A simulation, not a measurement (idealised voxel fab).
process module | voxel released beams
cross-section cut | 285 nm wide | cells 5 nm
A cross-section is a grid of square cells, given in bands from the top down. A band is one or more rows of cells.
Each band's line starts with the height of the band's top and of its bottom, in nm. Then come its materials from left to right, each with its width in nm. One material with "throughout" fills the band from edge to edge. "air" is empty space.
Height 0 is the level under which the wafer as received is all one material. The lowest band goes on downwards, as in "0 down".
A width such as "30 to 40" changes by the same amount from each row of cells to the next, from the band's top row to its bottom row.
"no change" after a step means that no cell of the cross-section changed.
closed voids: empty space of 8 cells or more with no open way to the top, each as width x height at its distance from the left edge, in nm
after a step's settings: what the simulator itself notes on the step
overlay nm, on a step with a mask: how far to the right of its planned place the mask lay; to the left if negative
plan
1 op RECEIVE | material Si
2 op CONFORMAL_DEP | material Al2O3 | thk nm 5
3 op DIRECTIONAL_DEP | material SiO2 | thk nm 20
4 op PATTERN | tone open | mask id ANCHOR | material resist | width nm 35 | thk nm 20 | overlay nm 0
5 op DIRECTIONAL_ETCH | etch materials SiO2 | depth nm 20
6 op STRIP | etch materials resist
7 op CONFORMAL_DEP | material SiN | thk nm 15
8 op MASKED_ETCH | tone cover | mask id BEAM | width nm 85 | etch materials SiN | depth nm 15 | overlay nm 0
9 op STRIP | etch materials SiO2
as received, after step 1
  0 down: Si throughout
  closed voids: none
a wafer at the end: this start, this plan, one mistake
  40 to 25: air 95 | SiN 30 | air 5 | SiN 50 | air 105
  25 to 20: air 110 | SiN 15 | air 5 | SiN 15 | air 140
  20 to 5: air 110 | SiN 35 | air 140
  5 to 0: Al2O3 throughout
  0 down: Si throughout
  closed voids: none
what went wrong: step 4 ran as: op PATTERN | tone open | mask id ANCHOR | material resist | width nm 35 | thk nm 20 | overlay nm 10
